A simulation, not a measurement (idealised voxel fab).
Name of the process module below: voxel transistor to metal
Section shown: cut. Width: 145 nm. Cell size: 5 nm, square.
Notation: cross-section as square-cell grid; stated in bands, top first, going down; one or more cell rows per band. Each band's line starts with the height of the band's top and of its bottom, in nm. Then come its materials from left to right, each with its width in nm. One material with "all across" fills the band from edge to edge. "blank" is empty space. Counting heights begins at 0, where everything beneath is, in the wafer as received, one material. The lowest band has no bottom; it goes on downwards, as "0 and below" shows. A width given as "30 to 40" starts at the first number in the band's top row and ends at the second number in its bottom row, shifting by an equal amount at every step from row to row. "remained the same" -> step changed no cross-section cell. What "Sealed void listing" gives you is every empty space of 8 cells or more that is cut off from the top. Each appears as width x height at distance, with the distance taken from the left edge and width, height and distance all in nm. If you see something after the settings on a step's line, that's the simulator's own remark about that step. overlay nm: where the mask lay relative to plan, measured to the right, on steps with a mask; negatives go left.

[This section lists the process steps that were planned]
- 1: RECEIVE, material Si
- 2: CONFORMAL_DEP, material SiO2, thk nm 5
- 3: CONFORMAL_DEP, material SiN, thk nm 15
- 4: DIRECTIONAL_DEP, material aC, thk nm 15
- 5: PATTERN, tone cover, mask id ACTIVE, material resist, width nm 95, thk nm 30, overlay nm 0
- 6: DIRECTIONAL_ETCH, etch materials aC, depth nm 15
- 7: STRIP, etch materials resist
- 8: DIRECTIONAL_ETCH, etch materials SiN, depth nm 15
- 9: DIRECTIONAL_ETCH, etch materials SiO2, depth nm 5
- 10: DIRECTIONAL_ETCH, etch materials Si, depth nm 35
- 11: STRIP, etch materials aC
- 12: OXIDIZE, depth nm 5
- 13: FILL_DEP, material SiO2, thk nm 10
- 14: CMP, height nm 20
- 15: SELECTIVE_ETCH, etch materials SiO2, depth nm 10
- 16: STRIP, etch materials SiN
- 17: SELECTIVE_ETCH, etch materials SiO2, depth nm 5
- 18: OXIDIZE, depth nm 5
- 19: DIRECTIONAL_DEP, material polySi, thk nm 30
- 20: DIRECTIONAL_DEP, material SiCN, thk nm 10
- 21: DIRECTIONAL_DEP, material aC, thk nm 15
- 22: PATTERN, tone cover, mask id GATE, material resist, width nm 25, thk nm 35, overlay nm 0
- 23: DIRECTIONAL_ETCH, etch materials aC, depth nm 15
- 24: STRIP, etch materials resist
- 25: DIRECTIONAL_ETCH, etch materials SiCN, depth nm 20
- 26: DIRECTIONAL_ETCH, etch materials polySi, depth nm 40
- 27: STRIP, etch materials aC
- 28: CONFORMAL_DEP, material SiN, thk nm 5
- 29: DIRECTIONAL_ETCH, etch materials SiN, depth nm 5
- 30: DIRECTIONAL_ETCH, etch materials SiO2, depth nm 5
- 31: DIRECTIONAL_ETCH, etch materials Si, depth nm 15
- 32: EPI, material SiGe, thk nm 20
- 33: FILL_DEP, material SiO2, thk nm 5
- 34: CMP, height nm 30
- 35: STRIP, etch materials polySi
- 36: SELECTIVE_ETCH, etch materials SiO2, depth nm 5
- 37: CONFORMAL_DEP, material HfO2, thk nm 5
- 38: CONFORMAL_DEP, material TiN, thk nm 5
- 39: FILL_DEP, material W, thk nm 10
- 40: CMP, height nm 25
- 41: DIRECTIONAL_DEP, material SiO2, thk nm 10
- 42: MASKED_ETCH, tone open, mask id CONTACT, width nm 15, pitch nm 70, etch materials SiO2, depth nm 35, overlay nm 0
- 43: CONFORMAL_DEP, material TiN, thk nm 5
- 44: FILL_DEP, material Ru, thk nm 10
- 45: CMP, height nm 35
- 46: CONFORMAL_DEP, material SiCN, thk nm 5
- 47: DIRECTIONAL_DEP, material SiO2, thk nm 20
- 48: MASKED_ETCH, tone open, mask id METAL_1, width nm 15, pitch nm 70, etch materials SiO2, depth nm 20, overlay nm 0
- 49: MASKED_ETCH, tone open, mask id METAL_1, width nm 15, pitch nm 70, etch materials SiCN, depth nm 5, overlay nm 0
- 50: CONFORMAL_DEP, material TiN, thk nm 5
- 51: FILL_DEP, material W, thk nm 5
- 52: CMP, height nm 60
- 53: EPI, material Ru, thk nm 5
- 54: FILL_DEP, material SiCN, thk nm 5

[Shown in cross-section is the wafer as received, that is, as it stands after step 1]
0 and below: Si all across
Sealed void listing: none

[Looking at the first of two wafers in cross-section at end of module - ran to plan]
70 down to 65: SiCN all across
65 down to 60: SiCN 25 nm | Ru 25 nm | SiCN 45 nm | Ru 25 nm | SiCN 25 nm
60 down to 40: SiO2 30 nm | TiN 5 nm | W 5 nm | TiN 5 nm | SiO2 55 nm | TiN 5 nm | W 5 nm | TiN 5 nm | SiO2 30 nm
40 down to 35: SiCN 30 nm | TiN 15 nm | SiCN 55 nm | TiN 15 nm | SiCN 30 nm
35 down to 25: SiO2 30 nm | TiN 5 nm | Ru 5 nm | TiN 5 nm | SiO2 55 nm | TiN 5 nm | Ru 5 nm | TiN 5 nm | SiO2 30 nm
25 down to 20: SiO2 30 nm | TiN 5 nm | Ru 5 nm | TiN 5 nm | SiO2 10 nm | SiN 5 nm | HfO2 5 nm | TiN 5 nm | W 5 nm | TiN 5 nm | HfO2 5 nm | SiN 5 nm | SiO2 10 nm | TiN 5 nm | Ru 5 nm | TiN 5 nm | SiO2 30 nm
20 down to 15: SiO2 30 nm | TiN 15 nm | SiO2 10 nm | SiN 5 nm | HfO2 5 nm | TiN 5 nm | W 5 nm | TiN 5 nm | HfO2 5 nm | SiN 5 nm | SiO2 10 nm | TiN 15 nm | SiO2 30 nm
15 down to 5: SiO2 30 nm | TiN 5 nm | SiGe 20 nm | SiN 5 nm | HfO2 5 nm | TiN 5 nm | W 5 nm | TiN 5 nm | HfO2 5 nm | SiN 5 nm | SiGe 20 nm | TiN 5 nm | SiO2 30 nm
5 down to 0: SiO2 20 nm | SiN 5 nm | SiO2 5 nm | TiN 5 nm | SiGe 20 nm | SiN 5 nm | HfO2 5 nm | TiN 15 nm | HfO2 5 nm | SiN 5 nm | SiGe 20 nm | TiN 5 nm | SiO2 5 nm | SiN 5 nm | SiO2 20 nm
0 down to -5: SiO2 25 nm | SiGe 30 nm | HfO2 35 nm | SiGe 30 nm | SiO2 25 nm
-5 down to -20: SiO2 30 nm | SiGe 25 nm | Si 35 nm | SiGe 25 nm | SiO2 30 nm
-20 down to -40: SiO2 30 nm | Si 85 nm | SiO2 30 nm
-40 and below: Si all across
Sealed void listing: none

[Wafer two cross-section, module end. Start and plan unchanged from wafer one; one mistake made during the run]
70 down to 65: SiCN all across
65 down to 60: SiCN 30 nm | Ru 15 nm | SiCN 55 nm | Ru 15 nm | SiCN 30 nm
60 down to 40: SiO2 30 nm | SiN 5 nm | W 5 nm | SiN 5 nm | SiO2 55 nm | SiN 5 nm | W 5 nm | SiN 5 nm | SiO2 30 nm
40 down to 35: SiCN 30 nm | SiN 15 nm | SiCN 55 nm | SiN 15 nm | SiCN 30 nm
35 down to 25: SiO2 30 nm | TiN 5 nm | Ru 5 nm | TiN 5 nm | SiO2 55 nm | TiN 5 nm | Ru 5 nm | TiN 5 nm | SiO2 30 nm
25 down to 20: SiO2 30 nm | TiN 5 nm | Ru 5 nm | TiN 5 nm | SiO2 10 nm | SiN 5 nm | HfO2 5 nm | TiN 5 nm | W 5 nm | TiN 5 nm | HfO2 5 nm | SiN 5 nm | SiO2 10 nm | TiN 5 nm | Ru 5 nm | TiN 5 nm | SiO2 30 nm
20 down to 15: SiO2 30 nm | TiN 15 nm | SiO2 10 nm | SiN 5 nm | HfO2 5 nm | TiN 5 nm | W 5 nm | TiN 5 nm | HfO2 5 nm | SiN 5 nm | SiO2 10 nm | TiN 15 nm | SiO2 30 nm
15 down to 5: SiO2 30 nm | TiN 5 nm | SiGe 20 nm | SiN 5 nm | HfO2 5 nm | TiN 5 nm | W 5 nm | TiN 5 nm | HfO2 5 nm | SiN 5 nm | SiGe 20 nm | TiN 5 nm | SiO2 30 nm
5 down to 0: SiO2 20 nm | SiN 5 nm | SiO2 5 nm | TiN 5 nm | SiGe 20 nm | SiN 5 nm | HfO2 5 nm | TiN 15 nm | HfO2 5 nm | SiN 5 nm | SiGe 20 nm | TiN 5 nm | SiO2 5 nm | SiN 5 nm | SiO2 20 nm
0 down to -5: SiO2 25 nm | SiGe 30 nm | HfO2 35 nm | SiGe 30 nm | SiO2 25 nm
-5 down to -20: SiO2 30 nm | SiGe 25 nm | Si 35 nm | SiGe 25 nm | SiO2 30 nm
-20 down to -40: SiO2 30 nm | Si 85 nm | SiO2 30 nm
-40 and below: Si all across
Sealed void listing: none
Against the plan, the run slipped here: planned and actual differ for step 50; actual: CONFORMAL_DEP, material SiN, thk nm 5
Wrapping up, a cell-based count of both wafers puts the second over or under the first for these materials: Ru -4; SiCN +4; SiN +22; TiN -22
